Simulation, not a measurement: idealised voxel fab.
Title: Process Module voxel tone inversion
Cross-sectional view cut (width: 285 nm; square cell size: 5 nm).
Just so we're on the same page, the cross-sections are grids of square cells, and they're listed out in bands top to bottom, each band one or more rows deep. Look at the band entry: it leads with the top's height and the bottom's height in nm. Then it lists the materials left to right, with a width in nm for each. The word "full width" on a single material says that material fills the band edge to edge. The word "air" is empty space. All heights in this document are referenced to 0, defined as the level beneath which the wafer, as received, consists entirely of one material. The lowest band is not bounded below; it extends indefinitely downward and is written in the form "0..down". Width spec "30..40" -> top row of cells at first value, bottom row at second value, equal per-row change in between. "no modifications" after a step means that no cell of the cross-section changed. Listed in "Sealed void list": every empty space of 8 or more cells without an open way to the top. Form: width x height at distance, the distance being from the left edge, all in nm. It should be noted that, on the line of a given step, the content following the step's settings is a remark produced by the simulator itself with respect to that step. What "overlay nm" on a step's line means: if the step has a mask, that mask lay this far to the right of its planned place, or, when the value is negative, to the left.

## Intended process steps
| 1 | RECEIVE | material Si |
| 2 | CONFORMAL_DEP | material SiN | thk nm 5 |
| 3 | DIRECTIONAL_DEP | material aC | thk nm 20 |
| 4 | PATTERN | tone cover | mask id POSTS | material resist | width nm 15 | pitch nm 45 | thk nm 25 | overlay nm 0 |
| 5 | DIRECTIONAL_ETCH | etch materials aC | depth nm 20 |
| 6 | STRIP | etch materials resist |
| 7 | FILL_DEP | material SiO2 | thk nm 10 |
| 8 | CMP | height nm 25 |
| 9 | STRIP | etch materials aC |
| 10 | CONFORMAL_DEP | material TiN | thk nm 5 |
| 11 | FILL_DEP | material Ru | thk nm 5 |
| 12 | CMP | height nm 25 |
| 13 | CONFORMAL_DEP | material SiCN | thk nm 5 |

## Run as planned: first of two wafers

## Cross-section of the incoming wafer, state after step 1
0..down = Si full width
Sealed void list: none

## The wafer, seen in cross-section, after step 2
5..0 = SiN full width
No changes below 0.

## The wafer, seen in cross-section, after step 3
25..5 = aC full width
No changes below 5.

## The wafer, seen in cross-section, after step 4
50..25 = air 110 nm | resist 15 nm | air 30 nm | resist 15 nm | air 115 nm
No changes below 25.

## The wafer, seen in cross-section, after step 5
30..25 = air 110 nm | resist 15 nm | air 30 nm | resist 15 nm | air 115 nm
25..5 = air 110 nm | aC 15 nm | air 30 nm | aC 15 nm | air 115 nm
No changes below 5.

## The wafer, seen in cross-section, after step 6
25..5 = air 110 nm | aC 15 nm | air 30 nm | aC 15 nm | air 115 nm
No changes below 5.

## The wafer, seen in cross-section, after step 7
35..25 = SiO2 full width
25..5 = SiO2 110 nm | aC 15 nm | SiO2 30 nm | aC 15 nm | SiO2 115 nm
No changes below 5.

## The wafer, seen in cross-section, after step 8
25..5 = SiO2 110 nm | aC 15 nm | SiO2 30 nm | aC 15 nm | SiO2 115 nm
No changes below 5.

## The wafer, seen in cross-section, after step 9
25..5 = SiO2 110 nm | air 15 nm | SiO2 30 nm | air 15 nm | SiO2 115 nm
No changes below 5.

## The wafer, seen in cross-section, after step 10
30..25 = TiN 115 nm | air 5 nm | TiN 40 nm | air 5 nm | TiN 120 nm
25..10 = SiO2 110 nm | TiN 5 nm | air 5 nm | TiN 5 nm | SiO2 30 nm | TiN 5 nm | air 5 nm | TiN 5 nm | SiO2 115 nm
10..5 = SiO2 110 nm | TiN 15 nm | SiO2 30 nm | TiN 15 nm | SiO2 115 nm
No changes below 5.

## The wafer, seen in cross-section, after step 11
35..30 = Ru full width
30..25 = TiN 115 nm | Ru 5 nm | TiN 40 nm | Ru 5 nm | TiN 120 nm
25..10 = SiO2 110 nm | TiN 5 nm | Ru 5 nm | TiN 5 nm | SiO2 30 nm | TiN 5 nm | Ru 5 nm | TiN 5 nm | SiO2 115 nm
No changes below 10.

## The wafer, seen in cross-section, after step 12
25..10 = SiO2 110 nm | TiN 5 nm | Ru 5 nm | TiN 5 nm | SiO2 30 nm | TiN 5 nm | Ru 5 nm | TiN 5 nm | SiO2 115 nm
No changes below 10.

## The wafer, seen in cross-section, after step 13
30..25 = SiCN full width
No changes below 25.

## Second Wafer (Identical Start and Plan, One Processing Error; Matches First Wafer Through Step 5)

## Planned end of step 6: second wafer, cross-section
25..5 = air 110 nm | aC 15 nm | air 30 nm | aC 15 nm | air 115 nm
No changes below 5.

## Planned end of step 7: second wafer, cross-section
35..25 = SiO2 full width
25..5 = SiO2 110 nm | aC 15 nm | SiO2 30 nm | aC 15 nm | SiO2 115 nm
No changes below 5.

## Planned end of step 8: second wafer, cross-section
25..5 = SiO2 110 nm | aC 15 nm | SiO2 30 nm | aC 15 nm | SiO2 115 nm
No changes below 5.

## Planned end of step 9: second wafer, cross-section
25..5 = SiO2 110 nm | air 15 nm | SiO2 30 nm | air 15 nm | SiO2 115 nm
No changes below 5.

## Planned end of step 10: second wafer, cross-section
30..25 = TiN 115 nm | air 5 nm | TiN 40 nm | air 5 nm | TiN 120 nm
25..10 = SiO2 110 nm | TiN 5 nm | air 5 nm | TiN 5 nm | SiO2 30 nm | TiN 5 nm | air 5 nm | TiN 5 nm | SiO2 115 nm
10..5 = SiO2 110 nm | TiN 15 nm | SiO2 30 nm | TiN 15 nm | SiO2 115 nm
No changes below 5.

## Planned end of step 11: second wafer, cross-section
35..30 = Ru full width
30..25 = TiN 115 nm | Ru 5 nm | TiN 40 nm | Ru 5 nm | TiN 120 nm
25..10 = SiO2 110 nm | TiN 5 nm | Ru 5 nm | TiN 5 nm | SiO2 30 nm | TiN 5 nm | Ru 5 nm | TiN 5 nm | SiO2 115 nm
No changes below 10.

## Planned end of step 12: second wafer, cross-section
25..10 = SiO2 110 nm | TiN 5 nm | Ru 5 nm | TiN 5 nm | SiO2 30 nm | TiN 5 nm | Ru 5 nm | TiN 5 nm | SiO2 115 nm
No changes below 10.

## Planned end of step 13: second wafer, cross-section
30..25 = SiCN full width
No changes below 25.
Where did the run depart from the plan? regarding the plan, step 6 was run twice
Final cross-sections of the two wafers are identical, so the mistake has no effect on what this model computes.
